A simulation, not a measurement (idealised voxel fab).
Process module, titled voxel air gaps
Shown is cross-section cut, with a width of 245 nm and square cells of size 5 nm.
Square cells in a grid make up a cross-section in this document, and the grid is given as bands, listed from the top down, each one or more rows of cells. Each band's line starts with the height of the band's top and of its bottom, in nm. Then come its materials from left to right, each with its width in nm. One material with "full width" fills the band from edge to edge. "air" is empty space. Heights are measured from 0, the level below which the as-received wafer is all one material; the lowest band has no bottom and continues downward, written as in "top 0, no bottom". Top row gets the first number, bottom row gets the second, and each row in between changes by the same step: that is how a band width like "30..40" works. Where the words "changes: none" appear for a step, the cross-section shows no cell changed by that step; every cell remained as before. "Closed void catalog": empty spaces of 8 cells or more with no open way to the top, each given as width x height at distance, distance from the left edge, all in nm. Read whatever lies past the settings on a step's line as the simulator's own remark about the step. overlay nm: on a step with a mask, how far right of its planned place the mask lay; negative means left.
# Planned process steps
1,RECEIVE with material Si
2,CONFORMAL_DEP with material SiO2, thk nm 10
3,CONFORMAL_DEP with material SiCN, thk nm 5
4,DIRECTIONAL_DEP with material SiO2, thk nm 40
5,DIRECTIONAL_DEP with material aC, thk nm 15
6,PATTERN with tone open, mask id LINES, material resist, width nm 25, pitch nm 55, thk nm 30, overlay nm 0
7,DIRECTIONAL_ETCH with etch materials aC, depth nm 15
8,STRIP with etch materials resist
9,DIRECTIONAL_ETCH with etch materials SiO2, depth nm 40
10,STRIP with etch materials aC
11,CONFORMAL_DEP with material TiN, thk nm 5
12,FILL_DEP with material W, thk nm 10
13,CMP with height nm 55
14,EPI with material Ru, thk nm 10
15,SELECTIVE_ETCH with etch materials SiO2, depth nm 50
16,CONFORMAL_DEP with material SiCN, thk nm 5
Variable across wafers: step 3 thk nm (plan value is that of the first wafer; starting state common to all).
# First wafer of several, as received: cross-section after step 1
> top 0, no bottom  Si full width
> Closed void catalog: none
# Shown in cross-section: the first of several wafers at the end of the module, after its last step, step 16
> top 70, bottom 65  10 nm air; 220 nm SiCN; 15 nm air
> top 65, bottom 55  10 nm air; 5 nm SiCN; 45 nm Ru; 10 nm SiCN; 45 nm Ru; 10 nm SiCN; 45 nm Ru; 10 nm SiCN; 45 nm Ru; 5 nm SiCN; 15 nm air
> top 55, bottom 50  10 nm air; 15 nm SiCN; 5 nm TiN; 15 nm W; 5 nm TiN; 30 nm SiCN; 5 nm TiN; 15 nm W; 5 nm TiN; 30 nm SiCN; 5 nm TiN; 15 nm W; 5 nm TiN; 30 nm SiCN; 5 nm TiN; 15 nm W; 5 nm TiN; 15 nm SiCN; 15 nm air
> top 50, bottom 20  20 nm air; 5 nm SiCN; 5 nm TiN; 15 nm W; 5 nm TiN; 5 nm SiCN; 20 nm air; 5 nm SiCN; 5 nm TiN; 15 nm W; 5 nm TiN; 5 nm SiCN; 20 nm air; 5 nm SiCN; 5 nm TiN; 15 nm W; 5 nm TiN; 5 nm SiCN; 20 nm air; 5 nm SiCN; 5 nm TiN; 15 nm W; 5 nm TiN; 5 nm SiCN; 25 nm air
> top 20, bottom 15  25 nm SiCN; 25 nm TiN; 30 nm SiCN; 25 nm TiN; 30 nm SiCN; 25 nm TiN; 30 nm SiCN; 25 nm TiN; 30 nm SiCN
> top 15, bottom 10  SiCN full width
> top 10, bottom 0  SiO2 full width
> top 0, no bottom  Si full width
> Closed void catalog: 20 x 30 at 55; 20 x 30 at 110; 20 x 30 at 165
# Here we cross-sectioned the last of the wafers once the module was done
> top 70, bottom 65  10 nm air; 220 nm SiCN; 15 nm air
> top 65, bottom 55  10 nm air; 5 nm SiCN; 45 nm Ru; 10 nm SiCN; 45 nm Ru; 10 nm SiCN; 45 nm Ru; 10 nm SiCN; 45 nm Ru; 5 nm SiCN; 15 nm air
> top 55, bottom 50  10 nm air; 15 nm SiCN; 5 nm TiN; 15 nm W; 5 nm TiN; 30 nm SiCN; 5 nm TiN; 15 nm W; 5 nm TiN; 30 nm SiCN; 5 nm TiN; 15 nm W; 5 nm TiN; 30 nm SiCN; 5 nm TiN; 15 nm W; 5 nm TiN; 15 nm SiCN; 15 nm air
> top 50, bottom 35  20 nm air; 5 nm SiCN; 5 nm TiN; 15 nm W; 5 nm TiN; 5 nm SiCN; 20 nm air; 5 nm SiCN; 5 nm TiN; 15 nm W; 5 nm TiN; 5 nm SiCN; 20 nm air; 5 nm SiCN; 5 nm TiN; 15 nm W; 5 nm TiN; 5 nm SiCN; 20 nm air; 5 nm SiCN; 5 nm TiN; 15 nm W; 5 nm TiN; 5 nm SiCN; 25 nm air
> top 35, bottom 30  25 nm SiCN; 25 nm TiN; 30 nm SiCN; 25 nm TiN; 30 nm SiCN; 25 nm TiN; 30 nm SiCN; 25 nm TiN; 30 nm SiCN
> top 30, bottom 10  SiCN full width
> top 10, bottom 0  SiO2 full width
> top 0, no bottom  Si full width
> Closed void catalog: 20 x 15 at 55; 20 x 15 at 110; 20 x 15 at 165
# Tabulated below, wafer by wafer, are the end-of-module results: for each material, the number of cells gained (+) or lost (-) relative to the as-received state, followed by the closed voids
thk nm 5; +72 Ru; +210 SiCN; +98 SiO2; +76 TiN; +84 W; Closed void catalog: 20 x 30 at 55; 20 x 30 at 110; 20 x 30 at 165
thk nm 10; +72 Ru; +251 SiCN; +98 SiO2; +68 TiN; +72 W; Closed void catalog: 20 x 25 at 55; 20 x 25 at 110; 20 x 25 at 165
thk nm 15; +72 Ru; +292 SiCN; +98 SiO2; +60 TiN; +60 W; Closed void catalog: 20 x 20 at 55; 20 x 20 at 110; 20 x 20 at 165
thk nm 20; +72 Ru; +333 SiCN; +98 SiO2; +52 TiN; +48 W; Closed void catalog: 20 x 15 at 55; 20 x 15 at 110; 20 x 15 at 165
